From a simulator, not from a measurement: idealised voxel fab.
process module | voxel transistor to metal
cross-section cut | 265 nm wide | cells 5 nm
A cross-section is a grid of square cells, given in bands from the top down. A band is one or more rows of cells.
Each band's line starts with the height of the band's top and of its bottom, in nm. Then come its materials from left to right, each with its width in nm. One material with "throughout" fills the band from edge to edge. "air" is empty space.
Height 0 is the level under which the wafer as received is all one material. The lowest band goes on downwards, as in "0 down".
A width such as "30 to 40" changes by the same amount from each row of cells to the next, from the band's top row to its bottom row.
"no change" after a step means that no cell of the cross-section changed.
closed voids: empty space of 8 cells or more with no open way to the top, each as width x height at its distance from the left edge, in nm
after a step's settings: what the simulator itself notes on the step
overlay nm, on a step with a mask: how far to the right of its planned place the mask lay; to the left if negative
plan
1 op RECEIVE | material Si
2 op CONFORMAL_DEP | material SiO2 | thk nm 5
3 op CONFORMAL_DEP | material SiN | thk nm 10
4 op DIRECTIONAL_DEP | material aC | thk nm 10
5 op PATTERN | tone cover | mask id ACTIVE | material resist | width nm 105 | pitch nm 125 | thk nm 30 | overlay nm 0
6 op DIRECTIONAL_ETCH | etch materials aC | depth nm 10
7 op STRIP | etch materials resist
8 op DIRECTIONAL_ETCH | etch materials SiN | depth nm 10
9 op DIRECTIONAL_ETCH | etch materials SiO2 | depth nm 5
10 op DIRECTIONAL_ETCH | etch materials Si | depth nm 35
11 op STRIP | etch materials aC
12 op FILL_DEP | material SiO2 | thk nm 10
13 op CMP | height nm 15
14 op SELECTIVE_ETCH | etch materials SiO2 | depth nm 5
15 op STRIP | etch materials SiN
16 op SELECTIVE_ETCH | etch materials SiO2 | depth nm 5
17 op OXIDIZE | depth nm 5
18 op DIRECTIONAL_DEP | material polySi | thk nm 25
19 op DIRECTIONAL_DEP | material SiCN | thk nm 15
20 op MASKED_ETCH | tone cover | mask id GATE | width nm 25 | pitch nm 125 | etch materials SiCN | depth nm 25 | overlay nm 0
21 op MASKED_ETCH | tone cover | mask id GATE | width nm 25 | pitch nm 125 | etch materials polySi | depth nm 35 | overlay nm 0
22 op CONFORMAL_DEP | material SiN | thk nm 5
23 op DIRECTIONAL_ETCH | etch materials SiN | depth nm 5
24 op DIRECTIONAL_ETCH | etch materials SiO2 | depth nm 5
25 op EPI | material nSi | thk nm 5
26 op FILL_DEP | material SiO2 | thk nm 10
27 op CMP | height nm 25
28 op STRIP | etch materials polySi
29 op SELECTIVE_ETCH | etch materials SiO2 | depth nm 5
30 op CONFORMAL_DEP | material HfO2 | thk nm 5
31 op CONFORMAL_DEP | material TiN | thk nm 5
32 op FILL_DEP | material W | thk nm 10
33 op CMP | height nm 20
34 op DIRECTIONAL_DEP | material SiO2 | thk nm 10
35 op PATTERN | tone open | mask id CONTACT | material resist | width nm 15 | thk nm 20 | overlay nm -10
36 op DIRECTIONAL_ETCH | etch materials SiO2 | depth nm 30
37 op STRIP | etch materials resist
38 op CONFORMAL_DEP | material TiN | thk nm 5
39 op FILL_DEP | material Ru | thk nm 10
40 op CMP | height nm 30
41 op CONFORMAL_DEP | material SiN | thk nm 5
42 op DIRECTIONAL_DEP | material lowk | thk nm 15
43 op PATTERN | tone open | mask id METAL_1 | material resist | width nm 15 | thk nm 15 | overlay nm 0
44 op DIRECTIONAL_ETCH | etch materials lowk | depth nm 15
45 op DIRECTIONAL_ETCH | etch materials SiN | depth nm 5
46 op STRIP | etch materials resist
47 op CONFORMAL_DEP | material TiN | thk nm 5
48 op FILL_DEP | material Cu | thk nm 5
49 op CMP | height nm 50
50 op EPI | material Ru | thk nm 5
51 op FILL_DEP | material SiCN | thk nm 5
varied across the wafers: overlay nm of step 35. The plan shows the first wafer's value. All wafers start alike
first wafer as received, after step 1
  0 down: Si throughout
  closed voids: none
each wafer at the end: cells of each material gained (+) or lost (-) since it was received, then its closed voids
overlay nm -10 | +12 Cu | +30 HfO2 | +40 Ru | -119 Si | +86 SiCN | +61 SiN | +263 SiO2 | +106 TiN | +6 W | +123 lowk | +28 nSi | closed voids: none
overlay nm -5 | +12 Cu | +30 HfO2 | +40 Ru | -119 Si | +86 SiCN | +61 SiN | +263 SiO2 | +106 TiN | +6 W | +123 lowk | +28 nSi | closed voids: none
overlay nm 0 | +12 Cu | +30 HfO2 | +40 Ru | -119 Si | +86 SiCN | +61 SiN | +263 SiO2 | +106 TiN | +6 W | +123 lowk | +28 nSi | closed voids: none
overlay nm 5 | +12 Cu | +30 HfO2 | +40 Ru | -119 Si | +86 SiCN | +61 SiN | +263 SiO2 | +106 TiN | +6 W | +123 lowk | +28 nSi | closed voids: none
overlay nm 10 | +12 Cu | +30 HfO2 | +40 Ru | -119 Si | +86 SiCN | +61 SiN | +263 SiO2 | +106 TiN | +6 W | +123 lowk | +28 nSi | closed voids: none
overlay nm 15 | +12 Cu | +30 HfO2 | +30 Ru | -119 Si | +86 SiCN | +61 SiN | +273 SiO2 | +106 TiN | +6 W | +123 lowk | +28 nSi | closed voids: none
